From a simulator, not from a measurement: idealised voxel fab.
The following process module bears the name voxel wiring stack.
Square cell edge 5 nm, section width 245 nm, ID cut.
Just so we're on the same page, the cross-sections are grids of square cells, and they're listed out in bands top to bottom, each band one or more rows deep.
First you get the band's top height and its bottom height, in nm, and then the materials it's made of, left to right, with each width in nm. If you see a single material with "throughout", that one covers the band edge to edge. "empty" is empty space.
Heights are reckoned from 0. Under this level, the received wafer is all of one material. The bottommost band is open-ended downward, for example "from 0 down".
The expression "30->40" gives the width at the extremes of the band, the first number at its top row of cells and the second at its bottom row, with the width changing by equal amounts from each row to the next in between.
Reading "identical to before" for a step: not a cell of the cross-section changed in it.
"Voids, sealed" - sealed voids, min. 8 cells, no opening to top; format: width x height at distance (distance from left edge; nm throughout).
Past the settings on a step's line: simulator remark, on that step.
"overlay nm" denotes, for a step that has a mask, the displacement of the mask to the right of its planned place, with negative values corresponding to the left.
Pairs ahead. Before: cross-section ahead of one process step. After: cross-section once the step is done, shown to the lowest changed band only. Under each pair: that step, with settings. Caution: pairs may come from different runs of this module on the same starting wafer; a pair follows the pair above only where its "Status quo ante" entry says so.

## Status quo ante
	from 0 down | Si throughout
	Voids, sealed: none

## As Processed
	from 10 to 0 | SiO2 throughout
	Heights below 0 show no change.
	Voids, sealed: none
Step, pre vs post cross-sections above: op CONFORMAL_DEP | material SiO2 | thk nm 10

Status quo ante: starting point is the after cross-section of the pair just above.

## As Processed
	from 15 to 10 | SiCN throughout
	Heights below 10 show no change.
	Voids, sealed: none
Step, pre vs post cross-sections above: op CONFORMAL_DEP | material SiCN | thk nm 5

Status quo ante: starting point is the after cross-section of the pair just above.

## As Processed
	from 35 to 15 | SiO2 throughout
	Heights below 15 show no change.
	Voids, sealed: none
Step, pre vs post cross-sections above: op DIRECTIONAL_DEP | material SiO2 | thk nm 20

Status quo ante: starting point is the after cross-section of the pair just above.

## As Processed
	from 35 to 15 | SiO2=45 / empty=30 / SiO2=30 / empty=30 / SiO2=30 / empty=30 / SiO2=50
	Heights below 15 show no change.
	Voids, sealed: none
Step, pre vs post cross-sections above: op MASKED_ETCH | tone open | mask id METAL_1 | width nm 30 | pitch nm 60 | etch materials SiO2 | depth nm 20 | overlay nm 0

Status quo ante: starting point is the after cross-section of the pair just above.

## As Processed
	from 35 to 15 | SiO2=45 / empty=30 / SiO2=30 / empty=30 / SiO2=30 / empty=30 / SiO2=50
	from 15 to 10 | SiCN=45 / empty=30 / SiCN=30 / empty=30 / SiCN=30 / empty=30 / SiCN=50
	Heights below 10 show no change.
	Voids, sealed: none
Step, pre vs post cross-sections above: op MASKED_ETCH | tone open | mask id METAL_1 | width nm 30 | pitch nm 60 | etch materials SiCN | depth nm 5 | overlay nm 0

Status quo ante: starting point is the after cross-section of the pair just above.

## As Processed
	from 40 to 35 | TiN=50 / empty=20 / TiN=40 / empty=20 / TiN=40 / empty=20 / TiN=55
	from 35 to 15 | SiO2=45 / TiN=5 / empty=20 / TiN=5 / SiO2=30 / TiN=5 / empty=20 / TiN=5 / SiO2=30 / TiN=5 / empty=20 / TiN=5 / SiO2=50
	from 15 to 10 | SiCN=45 / TiN=30 / SiCN=30 / TiN=30 / SiCN=30 / TiN=30 / SiCN=50
	Heights below 10 show no change.
	Voids, sealed: none
Step, pre vs post cross-sections above: op CONFORMAL_DEP | material TiN | thk nm 5

Status quo ante: starting point is the after cross-section of the pair just above.

## As Processed
	from 50 to 40 | W throughout
	from 40 to 35 | TiN=50 / W=20 / TiN=40 / W=20 / TiN=40 / W=20 / TiN=55
	from 35 to 15 | SiO2=45 / TiN=5 / W=20 / TiN=5 / SiO2=30 / TiN=5 / W=20 / TiN=5 / SiO2=30 / TiN=5 / W=20 / TiN=5 / SiO2=50
	Heights below 15 show no change.
	Voids, sealed: none
Step, pre vs post cross-sections above: op FILL_DEP | material W | thk nm 10

Status quo ante: starting point is the after cross-section of the pair just above.

## As Processed
	from 35 to 15 | SiO2=45 / TiN=5 / W=20 / TiN=5 / SiO2=30 / TiN=5 / W=20 / TiN=5 / SiO2=30 / TiN=5 / W=20 / TiN=5 / SiO2=50
	Heights below 15 show no change.
	Voids, sealed: none
Step, pre vs post cross-sections above: op CMP | height nm 35

Status quo ante: starting point is the after cross-section of the pair just above.

## As Processed
	from 40 to 35 | SiCN throughout
	Heights below 35 show no change.
	Voids, sealed: none
Step, pre vs post cross-sections above: op CONFORMAL_DEP | material SiCN | thk nm 5

Status quo ante: starting point is the after cross-section of the pair just above.

## As Processed
	from 60 to 40 | lowk throughout
	Heights below 40 show no change.
	Voids, sealed: none
Step, pre vs post cross-sections above: op DIRECTIONAL_DEP | material lowk | thk nm 20

Status quo ante: starting point is the after cross-section of the pair just above.

## As Processed
	from 75 to 60 | resist=45 / empty=15 / resist=45 / empty=15 / resist=45 / empty=15 / resist=65
	Heights below 60 show no change.
	Voids, sealed: none
Step, pre vs post cross-sections above: op PATTERN | tone open | mask id PLUG_1 | material resist | width nm 15 | pitch nm 60 | thk nm 15 | overlay nm 0

Status quo ante: starting point is the after cross-section of the pair just above.

## As Processed
	from 75 to 60 | resist=45 / empty=15 / resist=45 / empty=15 / resist=45 / empty=15 / resist=65
	from 60 to 40 | lowk=45 / empty=15 / lowk=45 / empty=15 / lowk=45 / empty=15 / lowk=65
	Heights below 40 show no change.
	Voids, sealed: none
Step, pre vs post cross-sections above: op DIRECTIONAL_ETCH | etch materials lowk | depth nm 20

Status quo ante: starting point is the after cross-section of the pair just above.

## As Processed
	from 75 to 60 | resist=45 / empty=15 / resist=45 / empty=15 / resist=45 / empty=15 / resist=65
	from 60 to 40 | lowk=45 / empty=15 / lowk=45 / empty=15 / lowk=45 / empty=15 / lowk=65
	from 40 to 35 | SiCN=45 / empty=15 / SiCN=45 / empty=15 / SiCN=45 / empty=15 / SiCN=65
	Heights below 35 show no change.
	Voids, sealed: none
Step, pre vs post cross-sections above: op DIRECTIONAL_ETCH | etch materials SiCN | depth nm 5

Status quo ante: starting point is the after cross-section of the pair just above.

## As Processed
	from 60 to 40 | lowk=45 / empty=15 / lowk=45 / empty=15 / lowk=45 / empty=15 / lowk=65
	Heights below 40 show no change.
	Voids, sealed: none
Step, pre vs post cross-sections above: op STRIP | etch materials resist

Status quo ante: starting point is the after cross-section of the pair just above.

## As Processed
	from 60 to 45 | lowk=45 / empty=15 / lowk=45 / empty=15 / lowk=45 / empty=15 / lowk=65
	from 45 to 40 | lowk=45 / Ru=15 / lowk=45 / Ru=15 / lowk=45 / Ru=15 / lowk=65
	from 40 to 35 | SiCN=45 / Ru=15 / SiCN=45 / Ru=15 / SiCN=45 / Ru=15 / SiCN=65
	Heights below 35 show no change.
	Voids, sealed: none
Step, pre vs post cross-sections above: op EPI | material Ru | thk nm 10

Status quo ante: starting point is the after cross-section of the pair just above.

## As Processed
	from 60 to 55 | lowk=45 / empty=15 / lowk=45 / empty=15 / lowk=45 / empty=15 / lowk=65
	from 55 to 40 | lowk=45 / Ru=15 / lowk=45 / Ru=15 / lowk=45 / Ru=15 / lowk=65
	Heights below 40 show no change.
	Voids, sealed: none
Step, pre vs post cross-sections above: op EPI | material Ru | thk nm 10

Status quo ante: starting point is the after cross-section of the pair just above.

## As Processed
	from 60 to 40 | lowk=45 / Ru=15 / lowk=45 / Ru=15 / lowk=45 / Ru=15 / lowk=65
	Heights below 40 show no change.
	Voids, sealed: none
Step, pre vs post cross-sections above: op EPI | material Ru | thk nm 5

Status quo ante: starting point is the after cross-section of the pair just above.

## As Processed
	from 65 to 60 | TiN throughout
	Heights below 60 show no change.
	Voids, sealed: none
Step, pre vs post cross-sections above: op DIRECTIONAL_DEP | material TiN | thk nm 5

Status quo ante: starting point is the after cross-section of the pair just above.

## As Processed
	from 90 to 65 | Ru throughout
	Heights below 65 show no change.
	Voids, sealed: none
Step, pre vs post cross-sections above: op DIRECTIONAL_DEP | material Ru | thk nm 25

Status quo ante: starting point is the after cross-section of the pair just above.

## As Processed
	from 105 to 90 | empty=45 / resist=30 / empty=30 / resist=30 / empty=30 / resist=30 / empty=50
	Heights below 90 show no change.
	Voids, sealed: none
Step, pre vs post cross-sections above: op PATTERN | tone cover | mask id METAL_2 | material resist | width nm 30 | pitch nm 60 | thk nm 15 | overlay nm 0

Status quo ante: starting point is the after cross-section of the pair just above.

## As Processed
	from 105 to 90 | empty=45 / resist=30 / empty=30 / resist=30 / empty=30 / resist=30 / empty=50
	from 90 to 65 | empty=45 / Ru=30 / empty=30 / Ru=30 / empty=30 / Ru=30 / empty=50
	Heights below 65 show no change.
	Voids, sealed: none
Step, pre vs post cross-sections above: op DIRECTIONAL_ETCH | etch materials Ru | depth nm 25

Status quo ante: starting point is the after cross-section of the pair just above.

## As Processed
	from 105 to 90 | empty=45 / resist=30 / empty=30 / resist=30 / empty=30 / resist=30 / empty=50
	from 90 to 65 | empty=45 / Ru=30 / empty=30 / Ru=30 / empty=30 / Ru=30 / empty=50
	from 65 to 60 | empty=45 / TiN=30 / empty=30 / TiN=30 / empty=30 / TiN=30 / empty=50
	Heights below 60 show no change.
	Voids, sealed: none
Step, pre vs post cross-sections above: op DIRECTIONAL_ETCH | etch materials TiN | depth nm 5

Status quo ante: starting point is the after cross-section of the pair just above.

## As Processed
	from 90 to 65 | empty=45 / Ru=30 / empty=30 / Ru=30 / empty=30 / Ru=30 / empty=50
	Heights below 65 show no change.
	Voids, sealed: none
Step, pre vs post cross-sections above: op STRIP | etch materials resist

Status quo ante: starting point is the after cross-section of the pair just above.

## As Processed
	from 100 to 90 | lowk throughout
	from 90 to 65 | lowk=45 / Ru=30 / lowk=30 / Ru=30 / lowk=30 / Ru=30 / lowk=50
	from 65 to 60 | lowk=45 / TiN=30 / lowk=30 / TiN=30 / lowk=30 / TiN=30 / lowk=50
	Heights below 60 show no change.
	Voids, sealed: none
Step, pre vs post cross-sections above: op FILL_DEP | material lowk | thk nm 10

Status quo ante: starting point is the after cross-section of the pair just above.

## As Processed
	from 90 to 65 | lowk=45 / Ru=30 / lowk=30 / Ru=30 / lowk=30 / Ru=30 / lowk=50
	Heights below 65 show no change.
	Voids, sealed: none
Step, pre vs post cross-sections above: op CMP | height nm 90

Status quo ante: starting point is the after cross-section of the pair just above.

## As Processed
	from 95 to 90 | SiCN throughout
	Heights below 90 show no change.
	Voids, sealed: none
Step, pre vs post cross-sections above: op CONFORMAL_DEP | material SiCN | thk nm 5

Status quo ante: starting point is the after cross-section of the pair just above.

## As Processed
	from 125 to 95 | SiO2 throughout
	Heights below 95 show no change.
	Voids, sealed: none
Step, pre vs post cross-sections above: op DIRECTIONAL_DEP | material SiO2 | thk nm 30

Status quo ante: starting point is the after cross-section of the pair just above.

## As Processed
	from 145 to 125 | resist=45 / empty=30 / resist=30 / empty=30 / resist=30 / empty=30 / resist=50
	Heights below 125 show no change.
	Voids, sealed: none
Step, pre vs post cross-sections above: op PATTERN | tone open | mask id METAL_3 | material resist | width nm 30 | pitch nm 60 | thk nm 20 | overlay nm 0

Status quo ante: starting point is the after cross-section of the pair just above.

## As Processed
	from 145 to 125 | resist=45 / empty=30 / resist=30 / empty=30 / resist=30 / empty=30 / resist=50
	from 125 to 105 | SiO2=45 / empty=30 / SiO2=30 / empty=30 / SiO2=30 / empty=30 / SiO2=50
	Heights below 105 show no change.
	Voids, sealed: none
Step, pre vs post cross-sections above: op DIRECTIONAL_ETCH | etch materials SiO2 | depth nm 20

Status quo ante: starting point is the after cross-section of the pair just above.

## As Processed
	from 125 to 105 | SiO2=45 / empty=30 / SiO2=30 / empty=30 / SiO2=30 / empty=30 / SiO2=50
	Heights below 105 show no change.
	Voids, sealed: none
Step, pre vs post cross-sections above: op STRIP | etch materials resist

Status quo ante: starting point is the after cross-section of the pair just above.

## As Processed
	from 140 to 125 | resist=45 / empty=15 / resist=45 / empty=15 / resist=45 / empty=15 / resist=65
	from 125 to 105 | SiO2=45 / empty=15 / resist=15 / SiO2=30 / empty=15 / resist=15 / SiO2=30 / empty=15 / resist=15 / SiO2=50
	Heights below 105 show no change.
	Voids, sealed: none
Step, pre vs post cross-sections above: op PATTERN | tone open | mask id METAL_3_HOLES | material resist | width nm 15 | pitch nm 60 | thk nm 15 | overlay nm 0

Status quo ante: starting point is the after cross-section of the pair just above.

## As Processed
	from 140 to 125 | resist=45 / empty=15 / resist=45 / empty=15 / resist=45 / empty=15 / resist=65
	from 125 to 105 | SiO2=45 / empty=15 / resist=15 / SiO2=30 / empty=15 / resist=15 / SiO2=30 / empty=15 / resist=15 / SiO2=50
	from 105 to 95 | SiO2=45 / empty=15 / SiO2=45 / empty=15 / SiO2=45 / empty=15 / SiO2=65
	Heights below 95 show no change.
	Voids, sealed: none
Step, pre vs post cross-sections above: op DIRECTIONAL_ETCH | etch materials SiO2 | depth nm 10

Status quo ante: starting point is the after cross-section of the pair just above.

## As Processed
	from 140 to 125 | resist=45 / empty=15 / resist=45 / empty=15 / resist=45 / empty=15 / resist=65
	from 125 to 105 | SiO2=45 / empty=15 / resist=15 / SiO2=30 / empty=15 / resist=15 / SiO2=30 / empty=15 / resist=15 / SiO2=50
	from 105 to 95 | SiO2=45 / empty=15 / SiO2=45 / empty=15 / SiO2=45 / empty=15 / SiO2=65
	from 95 to 90 | SiCN=45 / empty=15 / SiCN=45 / empty=15 / SiCN=45 / empty=15 / SiCN=65
	Heights below 90 show no change.
	Voids, sealed: none
Step, pre vs post cross-sections above: op DIRECTIONAL_ETCH | etch materials SiCN | depth nm 5

Status quo ante: starting point is the after cross-section of the pair just above.

## As Processed
	from 125 to 105 | SiO2=45 / empty=30 / SiO2=30 / empty=30 / SiO2=30 / empty=30 / SiO2=50
	Heights below 105 show no change.
	Voids, sealed: none
Step, pre vs post cross-sections above: op STRIP | etch materials resist

Status quo ante: starting point is the after cross-section of the pair just above.

## As Processed
	from 130 to 125 | TiN=50 / empty=20 / TiN=40 / empty=20 / TiN=40 / empty=20 / TiN=55
	from 125 to 110 | SiO2=45 / TiN=5 / empty=20 / TiN=5 / SiO2=30 / TiN=5 / empty=20 / TiN=5 / SiO2=30 / TiN=5 / empty=20 / TiN=5 / SiO2=50
	from 110 to 105 | SiO2=45 / TiN=5 / empty=5 / TiN=20 / SiO2=30 / TiN=5 / empty=5 / TiN=20 / SiO2=30 / TiN=5 / empty=5 / TiN=20 / SiO2=50
	from 105 to 95 | SiO2=45 / TiN=5 / empty=5 / TiN=5 / SiO2=45 / TiN=5 / empty=5 / TiN=5 / SiO2=45 / TiN=5 / empty=5 / TiN=5 / SiO2=65
	from 95 to 90 | SiCN=45 / TiN=15 / SiCN=45 / TiN=15 / SiCN=45 / TiN=15 / SiCN=65
	Heights below 90 show no change.
	Voids, sealed: none
Step, pre vs post cross-sections above: op CONFORMAL_DEP | material TiN | thk nm 5

Status quo ante: starting point is the after cross-section of the pair just above.

## As Processed
	from 135 to 130 | Ru throughout
	from 130 to 125 | TiN=50 / Ru=20 / TiN=40 / Ru=20 / TiN=40 / Ru=20 / TiN=55
	from 125 to 110 | SiO2=45 / TiN=5 / Ru=20 / TiN=5 / SiO2=30 / TiN=5 / Ru=20 / TiN=5 / SiO2=30 / TiN=5 / Ru=20 / TiN=5 / SiO2=50
	from 110 to 105 | SiO2=45 / TiN=5 / Ru=5 / TiN=20 / SiO2=30 / TiN=5 / Ru=5 / TiN=20 / SiO2=30 / TiN=5 / Ru=5 / TiN=20 / SiO2=50
	from 105 to 95 | SiO2=45 / TiN=5 / Ru=5 / TiN=5 / SiO2=45 / TiN=5 / Ru=5 / TiN=5 / SiO2=45 / TiN=5 / Ru=5 / TiN=5 / SiO2=65
	Heights below 95 show no change.
	Voids, sealed: none
Step, pre vs post cross-sections above: op FILL_DEP | material Ru | thk nm 5

Status quo ante: starting point is the after cross-section of the pair just above.

## As Processed
	from 125 to 110 | SiO2=45 / TiN=5 / Ru=20 / TiN=5 / SiO2=30 / TiN=5 / Ru=20 / TiN=5 / SiO2=30 / TiN=5 / Ru=20 / TiN=5 / SiO2=50
	Heights below 110 show no change.
	Voids, sealed: none
Step, pre vs post cross-sections above: op CMP | height nm 125

Status quo ante: starting point is the after cross-section of the pair just above.

## As Processed
	from 130 to 125 | SiCN throughout
	Heights below 125 show no change.
	Voids, sealed: none
Step, pre vs post cross-sections above: op CONFORMAL_DEP | material SiCN | thk nm 5

## Status quo ante
	from 50 to 40 | W throughout
	from 40 to 35 | TiN=50 / W=20 / TiN=40 / W=20 / TiN=40 / W=20 / TiN=55
	from 35 to 15 | SiO2=45 / TiN=5 / W=20 / TiN=5 / SiO2=30 / TiN=5 / W=20 / TiN=5 / SiO2=30 / TiN=5 / W=20 / TiN=5 / SiO2=50
	from 15 to 10 | SiCN=45 / TiN=30 / SiCN=30 / TiN=30 / SiCN=30 / TiN=30 / SiCN=50
	from 10 to 0 | SiO2 throughout
	from 0 down | Si throughout
	Voids, sealed: none

## As Processed
	from 55 to 50 | SiCN throughout
	Heights below 50 show no change.
	Voids, sealed: none
Step, pre vs post cross-sections above: op CONFORMAL_DEP | material SiCN | thk nm 5

Status quo ante: starting point is the after cross-section of the pair just above.

## As Processed
	from 75 to 55 | lowk throughout
	Heights below 55 show no change.
	Voids, sealed: none
Step, pre vs post cross-sections above: op DIRECTIONAL_DEP | material lowk | thk nm 20

Status quo ante: starting point is the after cross-section of the pair just above.

## As Processed
	from 90 to 75 | resist=45 / empty=15 / resist=45 / empty=15 / resist=45 / empty=15 / resist=65
	Heights below 75 show no change.
	Voids, sealed: none
Step, pre vs post cross-sections above: op PATTERN | tone open | mask id PLUG_1 | material resist | width nm 15 | pitch nm 60 | thk nm 15 | overlay nm 0

Status quo ante: starting point is the after cross-section of the pair just above.

## As Processed
	from 90 to 75 | resist=45 / empty=15 / resist=45 / empty=15 / resist=45 / empty=15 / resist=65
	from 75 to 55 | lowk=45 / empty=15 / lowk=45 / empty=15 / lowk=45 / empty=15 / lowk=65
	Heights below 55 show no change.
	Voids, sealed: none
Step, pre vs post cross-sections above: op DIRECTIONAL_ETCH | etch materials lowk | depth nm 20

Status quo ante: starting point is the after cross-section of the pair just above.

## As Processed
	from 90 to 75 | resist=45 / empty=15 / resist=45 / empty=15 / resist=45 / empty=15 / resist=65
	from 75 to 55 | lowk=45 / empty=15 / lowk=45 / empty=15 / lowk=45 / empty=15 / lowk=65
	from 55 to 50 | SiCN=45 / empty=15 / SiCN=45 / empty=15 / SiCN=45 / empty=15 / SiCN=65
	Heights below 50 show no change.
	Voids, sealed: none
Step, pre vs post cross-sections above: op DIRECTIONAL_ETCH | etch materials SiCN | depth nm 5

Status quo ante: starting point is the after cross-section of the pair just above.

## As Processed
	from 75 to 55 | lowk=45 / empty=15 / lowk=45 / empty=15 / lowk=45 / empty=15 / lowk=65
	Heights below 55 show no change.
	Voids, sealed: none
Step, pre vs post cross-sections above: op STRIP | etch materials resist

Status quo ante: starting point is the after cross-section of the pair just above.

## As Processed
	from 75 to 60 | lowk=45 / empty=15 / lowk=45 / empty=15 / lowk=45 / empty=15 / lowk=65
	from 60 to 55 | lowk=45 / Ru=15 / lowk=45 / Ru=15 / lowk=45 / Ru=15 / lowk=65
	from 55 to 50 | SiCN=45 / Ru=15 / SiCN=45 / Ru=15 / SiCN=45 / Ru=15 / SiCN=65
	Heights below 50 show no change.
	Voids, sealed: none
Step, pre vs post cross-sections above: op EPI | material Ru | thk nm 10

Status quo ante: starting point is the after cross-section of the pair just above.

## As Processed
	from 75 to 70 | lowk=45 / empty=15 / lowk=45 / empty=15 / lowk=45 / empty=15 / lowk=65
	from 70 to 55 | lowk=45 / Ru=15 / lowk=45 / Ru=15 / lowk=45 / Ru=15 / lowk=65
	Heights below 55 show no change.
	Voids, sealed: none
Step, pre vs post cross-sections above: op EPI | material Ru | thk nm 10

Status quo ante: starting point is the after cross-section of the pair just above.

## As Processed
	from 75 to 55 | lowk=45 / Ru=15 / lowk=45 / Ru=15 / lowk=45 / Ru=15 / lowk=65
	Heights below 55 show no change.
	Voids, sealed: none
Step, pre vs post cross-sections above: op EPI | material Ru | thk nm 5

Status quo ante: starting point is the after cross-section of the pair just above.

## As Processed
	from 80 to 75 | TiN throughout
	Heights below 75 show no change.
	Voids, sealed: none
Step, pre vs post cross-sections above: op DIRECTIONAL_DEP | material TiN | thk nm 5

Status quo ante: starting point is the after cross-section of the pair just above.

## As Processed
	from 105 to 80 | Ru throughout
	Heights below 80 show no change.
	Voids, sealed: none
Step, pre vs post cross-sections above: op DIRECTIONAL_DEP | material Ru | thk nm 25

Status quo ante: starting point is the after cross-section of the pair just above.

## As Processed
	from 120 to 105 | empty=45 / resist=30 / empty=30 / resist=30 / empty=30 / resist=30 / empty=50
	Heights below 105 show no change.
	Voids, sealed: none
Step, pre vs post cross-sections above: op PATTERN | tone cover | mask id METAL_2 | material resist | width nm 30 | pitch nm 60 | thk nm 15 | overlay nm 0

Status quo ante: starting point is the after cross-section of the pair just above.

## As Processed
	from 120 to 105 | empty=45 / resist=30 / empty=30 / resist=30 / empty=30 / resist=30 / empty=50
	from 105 to 80 | empty=45 / Ru=30 / empty=30 / Ru=30 / empty=30 / Ru=30 / empty=50
	Heights below 80 show no change.
	Voids, sealed: none
Step, pre vs post cross-sections above: op DIRECTIONAL_ETCH | etch materials Ru | depth nm 25

Status quo ante: starting point is the after cross-section of the pair just above.

## As Processed
	from 120 to 105 | empty=45 / resist=30 / empty=30 / resist=30 / empty=30 / resist=30 / empty=50
	from 105 to 80 | empty=45 / Ru=30 / empty=30 / Ru=30 / empty=30 / Ru=30 / empty=50
	from 80 to 75 | empty=45 / TiN=30 / empty=30 / TiN=30 / empty=30 / TiN=30 / empty=50
	Heights below 75 show no change.
	Voids, sealed: none
Step, pre vs post cross-sections above: op DIRECTIONAL_ETCH | etch materials TiN | depth nm 5

Status quo ante: starting point is the after cross-section of the pair just above.

## As Processed
	from 105 to 80 | empty=45 / Ru=30 / empty=30 / Ru=30 / empty=30 / Ru=30 / empty=50
	Heights below 80 show no change.
	Voids, sealed: none
Step, pre vs post cross-sections above: op STRIP | etch materials resist

Status quo ante: starting point is the after cross-section of the pair just above.

## As Processed
	from 115 to 105 | lowk throughout
	from 105 to 80 | lowk=45 / Ru=30 / lowk=30 / Ru=30 / lowk=30 / Ru=30 / lowk=50
	from 80 to 75 | lowk=45 / TiN=30 / lowk=30 / TiN=30 / lowk=30 / TiN=30 / lowk=50
	Heights below 75 show no change.
	Voids, sealed: none
Step, pre vs post cross-sections above: op FILL_DEP | material lowk | thk nm 10

Status quo ante: starting point is the after cross-section of the pair just above.

## As Processed
	from 90 to 80 | lowk=45 / Ru=30 / lowk=30 / Ru=30 / lowk=30 / Ru=30 / lowk=50
	Heights below 80 show no change.
	Voids, sealed: none
Step, pre vs post cross-sections above: op CMP | height nm 90

Status quo ante: starting point is the after cross-section of the pair just above.

## As Processed
	from 95 to 90 | SiCN throughout
	Heights below 90 show no change.
	Voids, sealed: none
Step, pre vs post cross-sections above: op CONFORMAL_DEP | material SiCN | thk nm 5

Status quo ante: starting point is the after cross-section of the pair just above.

## As Processed
	from 125 to 95 | SiO2 throughout
	Heights below 95 show no change.
	Voids, sealed: none
Step, pre vs post cross-sections above: op DIRECTIONAL_DEP | material SiO2 | thk nm 30

Status quo ante: starting point is the after cross-section of the pair just above.

## As Processed
	from 145 to 125 | resist=45 / empty=30 / resist=30 / empty=30 / resist=30 / empty=30 / resist=50
	Heights below 125 show no change.
	Voids, sealed: none
Step, pre vs post cross-sections above: op PATTERN | tone open | mask id METAL_3 | material resist | width nm 30 | pitch nm 60 | thk nm 20 | overlay nm 0

Status quo ante: starting point is the after cross-section of the pair just above.

## As Processed
	from 145 to 125 | resist=45 / empty=30 / resist=30 / empty=30 / resist=30 / empty=30 / resist=50
	from 125 to 105 | SiO2=45 / empty=30 / SiO2=30 / empty=30 / SiO2=30 / empty=30 / SiO2=50
	Heights below 105 show no change.
	Voids, sealed: none
Step, pre vs post cross-sections above: op DIRECTIONAL_ETCH | etch materials SiO2 | depth nm 20

Status quo ante: starting point is the after cross-section of the pair just above.

## As Processed
	from 125 to 105 | SiO2=45 / empty=30 / SiO2=30 / empty=30 / SiO2=30 / empty=30 / SiO2=50
	Heights below 105 show no change.
	Voids, sealed: none
Step, pre vs post cross-sections above: op STRIP | etch materials resist

Status quo ante: starting point is the after cross-section of the pair just above.

## As Processed
	from 140 to 125 | resist=45 / empty=15 / resist=45 / empty=15 / resist=45 / empty=15 / resist=65
	from 125 to 105 | SiO2=45 / empty=15 / resist=15 / SiO2=30 / empty=15 / resist=15 / SiO2=30 / empty=15 / resist=15 / SiO2=50
	Heights below 105 show no change.
	Voids, sealed: none
Step, pre vs post cross-sections above: op PATTERN | tone open | mask id METAL_3_HOLES | material resist | width nm 15 | pitch nm 60 | thk nm 15 | overlay nm 0

Status quo ante: starting point is the after cross-section of the pair just above.

## As Processed
	from 140 to 125 | resist=45 / empty=15 / resist=45 / empty=15 / resist=45 / empty=15 / resist=65
	from 125 to 105 | SiO2=45 / empty=15 / resist=15 / SiO2=30 / empty=15 / resist=15 / SiO2=30 / empty=15 / resist=15 / SiO2=50
	from 105 to 95 | SiO2=45 / empty=15 / SiO2=45 / empty=15 / SiO2=45 / empty=15 / SiO2=65
	Heights below 95 show no change.
	Voids, sealed: none
Step, pre vs post cross-sections above: op DIRECTIONAL_ETCH | etch materials SiO2 | depth nm 10

Status quo ante: starting point is the after cross-section of the pair just above.

## As Processed
	from 140 to 125 | resist=45 / empty=15 / resist=45 / empty=15 / resist=45 / empty=15 / resist=65
	from 125 to 105 | SiO2=45 / empty=15 / resist=15 / SiO2=30 / empty=15 / resist=15 / SiO2=30 / empty=15 / resist=15 / SiO2=50
	from 105 to 95 | SiO2=45 / empty=15 / SiO2=45 / empty=15 / SiO2=45 / empty=15 / SiO2=65
	from 95 to 90 | SiCN=45 / empty=15 / SiCN=45 / empty=15 / SiCN=45 / empty=15 / SiCN=65
	Heights below 90 show no change.
	Voids, sealed: none
Step, pre vs post cross-sections above: op DIRECTIONAL_ETCH | etch materials SiCN | depth nm 5

Status quo ante: starting point is the after cross-section of the pair just above.

## As Processed
	from 125 to 105 | SiO2=45 / empty=30 / SiO2=30 / empty=30 / SiO2=30 / empty=30 / SiO2=50
	Heights below 105 show no change.
	Voids, sealed: none
Step, pre vs post cross-sections above: op STRIP | etch materials resist

Status quo ante: starting point is the after cross-section of the pair just above.

## As Processed
	from 130 to 125 | TiN=50 / empty=20 / TiN=40 / empty=20 / TiN=40 / empty=20 / TiN=55
	from 125 to 110 | SiO2=45 / TiN=5 / empty=20 / TiN=5 / SiO2=30 / TiN=5 / empty=20 / TiN=5 / SiO2=30 / TiN=5 / empty=20 / TiN=5 / SiO2=50
	from 110 to 105 | SiO2=45 / TiN=5 / empty=5 / TiN=20 / SiO2=30 / TiN=5 / empty=5 / TiN=20 / SiO2=30 / TiN=5 / empty=5 / TiN=20 / SiO2=50
	from 105 to 95 | SiO2=45 / TiN=5 / empty=5 / TiN=5 / SiO2=45 / TiN=5 / empty=5 / TiN=5 / SiO2=45 / TiN=5 / empty=5 / TiN=5 / SiO2=65
	from 95 to 90 | SiCN=45 / TiN=15 / SiCN=45 / TiN=15 / SiCN=45 / TiN=15 / SiCN=65
	Heights below 90 show no change.
	Voids, sealed: none
Step, pre vs post cross-sections above: op CONFORMAL_DEP | material TiN | thk nm 5

Status quo ante: starting point is the after cross-section of the pair just above.

## As Processed
	from 135 to 130 | Ru throughout
	from 130 to 125 | TiN=50 / Ru=20 / TiN=40 / Ru=20 / TiN=40 / Ru=20 / TiN=55
	from 125 to 110 | SiO2=45 / TiN=5 / Ru=20 / TiN=5 / SiO2=30 / TiN=5 / Ru=20 / TiN=5 / SiO2=30 / TiN=5 / Ru=20 / TiN=5 / SiO2=50
	from 110 to 105 | SiO2=45 / TiN=5 / Ru=5 / TiN=20 / SiO2=30 / TiN=5 / Ru=5 / TiN=20 / SiO2=30 / TiN=5 / Ru=5 / TiN=20 / SiO2=50
	from 105 to 95 | SiO2=45 / TiN=5 / Ru=5 / TiN=5 / SiO2=45 / TiN=5 / Ru=5 / TiN=5 / SiO2=45 / TiN=5 / Ru=5 / TiN=5 / SiO2=65
	Heights below 95 show no change.
	Voids, sealed: none
Step, pre vs post cross-sections above: op FILL_DEP | material Ru | thk nm 5

Status quo ante: starting point is the after cross-section of the pair just above.

## As Processed
	from 125 to 110 | SiO2=45 / TiN=5 / Ru=20 / TiN=5 / SiO2=30 / TiN=5 / Ru=20 / TiN=5 / SiO2=30 / TiN=5 / Ru=20 / TiN=5 / SiO2=50
	Heights below 110 show no change.
	Voids, sealed: none
Step, pre vs post cross-sections above: op CMP | height nm 125

Status quo ante: starting point is the after cross-section of the pair just above.

## As Processed
	from 130 to 125 | SiCN throughout
	Heights below 125 show no change.
	Voids, sealed: none
Step, pre vs post cross-sections above: op CONFORMAL_DEP | material SiCN | thk nm 5

## Status quo ante
	from 60 to 55 | lowk=45 / empty=15 / lowk=45 / empty=15 / lowk=45 / empty=15 / lowk=65
	from 55 to 40 | lowk=45 / Ru=15 / lowk=45 / Ru=15 / lowk=45 / Ru=15 / lowk=65
	from 40 to 35 | SiCN=45 / Ru=15 / SiCN=45 / Ru=15 / SiCN=45 / Ru=15 / SiCN=65
	from 35 to 15 | SiO2=45 / TiN=5 / W=20 / TiN=5 / SiO2=30 / TiN=5 / W=20 / TiN=5 / SiO2=30 / TiN=5 / W=20 / TiN=5 / SiO2=50
	from 15 to 10 | SiCN=45 / TiN=30 / SiCN=30 / TiN=30 / SiCN=30 / TiN=30 / SiCN=50
	from 10 to 0 | SiO2 throughout
	from 0 down | Si throughout
	Voids, sealed: none

## As Processed
	from 65 to 60 | empty=40 / Ru=25 / empty=35 / Ru=25 / empty=35 / Ru=25 / empty=60
	from 60 to 40 | lowk=45 / Ru=15 / lowk=45 / Ru=15 / lowk=45 / Ru=15 / lowk=65
	Heights below 40 show no change.
	Voids, sealed: none
Step, pre vs post cross-sections above: op EPI | material Ru | thk nm 10
